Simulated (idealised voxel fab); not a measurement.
The name of this process module is voxel wiring stack.
It is cross-section cut that appears here, measuring 300 nm in width, its square cells being 5 nm in size.
Cross-section layout: square cells on a grid; listed as bands, top to bottom; a band spans one or more cell rows.
For a band, the entry starts with two heights in nm, that of the top and then that of the bottom, and carries on with the band's materials in order from left to right, each alongside its width in nm; the word "all across" beside a single material means it fills the band edge to edge, and "air" means empty space.
It should be noted that heights are counted from 0, beneath which the wafer as supplied is of one material throughout, and that the lowest band possesses no lower boundary but continues downward, as written in "0 nm and below".
So if you see something like "30->40" for the width, read it as the top row of the band sitting at the first number and the bottom row at the second, with every row in between moving by the same amount as the last.
Basically "no modification" means that step didn't change any cell in the cross-section.
"Voids, enclosed": empty spaces of 8 cells or more with no open way to the top, each given as width x height at distance, distance from the left edge, all in nm.
Anything after a step's settings on that line? It's the simulator's own note about the step.
overlay nm: mask offset rightward from planned place, masked step; negative means leftward offset.

[The steps planned for the process are as follows]
1: RECEIVE [material Si]
2: CONFORMAL_DEP [material SiO2] [thk nm 15]
3: DIRECTIONAL_DEP [material TiN] [thk nm 5]
4: DIRECTIONAL_DEP [material Ru] [thk nm 25]
5: PATTERN [tone cover] [mask id METAL_1] [material resist] [width nm 20] [pitch nm 35] [thk nm 20] [overlay nm 0]
6: DIRECTIONAL_ETCH [etch materials Ru] [depth nm 25]
7: DIRECTIONAL_ETCH [etch materials TiN] [depth nm 5]
8: STRIP [etch materials resist]
9: FILL_DEP [material SiO2] [thk nm 5]
10: CMP [height nm 45]
11: CONFORMAL_DEP [material SiCN] [thk nm 5]
12: DIRECTIONAL_DEP [material SiO2] [thk nm 30]
13: PATTERN [tone open] [mask id METAL_2_HOLES] [material resist] [width nm 15] [pitch nm 35] [thk nm 20] [overlay nm 0]
14: DIRECTIONAL_ETCH [etch materials SiO2] [depth nm 30]
15: STRIP [etch materials resist]
16: PATTERN [tone open] [mask id METAL_2] [material resist] [width nm 20] [pitch nm 35] [thk nm 20] [overlay nm 0]
17: DIRECTIONAL_ETCH [etch materials SiO2] [depth nm 15]
18: DIRECTIONAL_ETCH [etch materials SiCN] [depth nm 5]
19: STRIP [etch materials resist]
20: CONFORMAL_DEP [material TiN] [thk nm 5]
21: FILL_DEP [material Cu] [thk nm 10]
22: CMP [height nm 80]
23: CONFORMAL_DEP [material SiCN] [thk nm 5]
24: DIRECTIONAL_DEP [material SiO2] [thk nm 10]
25: MASKED_ETCH [tone open] [mask id PLUG_2] [width nm 15] [pitch nm 35] [etch materials SiO2] [depth nm 10] [overlay nm 0]
26: MASKED_ETCH [tone open] [mask id PLUG_2] [width nm 15] [pitch nm 35] [etch materials SiCN] [depth nm 5] [overlay nm 0]
27: EPI [material Ru] [thk nm 10]
28: EPI [material Ru] [thk nm 5]
29: DIRECTIONAL_DEP [material TiN] [thk nm 5]
30: DIRECTIONAL_DEP [material Ru] [thk nm 20]
31: MASKED_ETCH [tone cover] [mask id METAL_3] [width nm 20] [pitch nm 35] [etch materials Ru] [depth nm 20] [overlay nm 0]
32: MASKED_ETCH [tone cover] [mask id METAL_3] [width nm 20] [pitch nm 35] [etch materials TiN] [depth nm 5] [overlay nm 0]
33: FILL_DEP [material SiO2] [thk nm 10]
34: CMP [height nm 120]
35: CONFORMAL_DEP [material SiCN] [thk nm 5]
36: DIRECTIONAL_DEP [material SiO2] [thk nm 20]
37: DIRECTIONAL_DEP [material aC] [thk nm 10]
38: PATTERN [tone open] [mask id PLUG_3] [material resist] [width nm 15] [pitch nm 35] [thk nm 25] [overlay nm 0]
39: DIRECTIONAL_ETCH [etch materials aC] [depth nm 10]
40: STRIP [etch materials resist]
41: DIRECTIONAL_ETCH [etch materials SiO2] [depth nm 20]
42: DIRECTIONAL_ETCH [etch materials SiCN] [depth nm 5]
43: STRIP [etch materials aC]
44: CONFORMAL_DEP [material TiN] [thk nm 5]
45: FILL_DEP [material Cu] [thk nm 10]
46: CMP [height nm 145]
47: DIRECTIONAL_DEP [material TiN] [thk nm 5]
48: DIRECTIONAL_DEP [material W] [thk nm 25]
49: MASKED_ETCH [tone cover] [mask id METAL_4] [width nm 20] [pitch nm 35] [etch materials W] [depth nm 25] [overlay nm 0]
50: MASKED_ETCH [tone cover] [mask id METAL_4] [width nm 20] [pitch nm 35] [etch materials TiN] [depth nm 5] [overlay nm 0]
51: CONFORMAL_DEP [material SiN] [thk nm 5]
52: FILL_DEP [material lowk] [thk nm 5]
53: CMP [height nm 175]
54: CONFORMAL_DEP [material SiN] [thk nm 5]

[Received-state cross-section, reflecting completion of step 1]
  0 nm and below  Si all across
  Voids, enclosed: none

[The plan above was carried out on the starting structure above with one mistake, and this cross-section shows the wafer at the end of the module]
  180 nm to 175 nm  SiN all across
  175 nm to 165 nm  lowk 80, then SiN 5, then W 20, then SiN 5, then lowk 5, then SiN 5, then W 20, then SiN 5, then lowk 5, then SiN 5, then W 20, then SiN 5, then lowk 5, then SiN 5, then W 20, then SiN 5, then lowk 85
  165 nm to 160 nm  SiN 85, then W 20, then SiN 15, then W 20, then SiN 15, then W 20, then SiN 15, then W 20, then SiN 90
  160 nm to 150 nm  W all across
  150 nm to 145 nm  TiN all across
  145 nm to 125 nm  SiO2 85, then TiN 5, then Cu 5, then TiN 5, then SiO2 20, then TiN 5, then Cu 5, then TiN 5, then SiO2 20, then TiN 5, then Cu 5, then TiN 5, then SiO2 20, then TiN 5, then Cu 5, then TiN 5, then SiO2 95
  125 nm to 120 nm  SiCN 85, then TiN 15, then SiCN 20, then TiN 15, then SiCN 20, then TiN 15, then SiCN 20, then TiN 15, then SiCN 95
  120 nm to 100 nm  SiO2 85, then Ru 20, then SiO2 15, then Ru 20, then SiO2 15, then Ru 20, then SiO2 15, then Ru 20, then SiO2 90
  100 nm to 95 nm  SiO2 85, then TiN 20, then SiO2 15, then TiN 20, then SiO2 15, then TiN 20, then SiO2 15, then TiN 20, then SiO2 90
  95 nm to 85 nm  SiO2 85, then Ru 15, then SiO2 20, then Ru 15, then SiO2 20, then Ru 15, then SiO2 20, then Ru 15, then SiO2 95
  85 nm to 80 nm  SiCN 85, then Ru 15, then SiCN 20, then Ru 15, then SiCN 20, then Ru 15, then SiCN 20, then Ru 15, then SiCN 95
  80 nm to 70 nm  SiO2 85, then TiN 5, then Cu 10, then TiN 5, then SiO2 15, then TiN 5, then Cu 10, then TiN 5, then SiO2 15, then TiN 5, then Cu 10, then TiN 5, then SiO2 15, then TiN 5, then Cu 10, then TiN 5, then SiO2 90
  70 nm to 65 nm  SiO2 85, then TiN 5, then Cu 5, then TiN 10, then SiO2 15, then TiN 5, then Cu 5, then TiN 10, then SiO2 15, then TiN 5, then Cu 5, then TiN 10, then SiO2 15, then TiN 5, then Cu 5, then TiN 10, then SiO2 90
  65 nm to 50 nm  SiO2 85, then TiN 5, then Cu 5, then TiN 5, then SiO2 20, then TiN 5, then Cu 5, then TiN 5, then SiO2 20, then TiN 5, then Cu 5, then TiN 5, then SiO2 20, then TiN 5, then Cu 5, then TiN 5, then SiO2 95
  50 nm to 45 nm  SiCN 85, then TiN 15, then SiCN 20, then TiN 15, then SiCN 20, then TiN 15, then SiCN 20, then TiN 15, then SiCN 95
  45 nm to 20 nm  SiO2 85, then Ru 20, then SiO2 15, then Ru 20, then SiO2 15, then Ru 20, then SiO2 15, then Ru 20, then SiO2 90
  20 nm to 15 nm  SiO2 85, then TiN 20, then SiO2 15, then TiN 20, then SiO2 15, then TiN 20, then SiO2 15, then TiN 20, then SiO2 90
  15 nm to 0 nm  SiO2 all across
  0 nm and below  Si all across
  Voids, enclosed: none
Here's what went sideways: planned and actual differ for step 49; actual: MASKED_ETCH [tone cover] [mask id METAL_4] [width nm 20] [pitch nm 35] [etch materials W] [depth nm 15] [overlay nm 0]
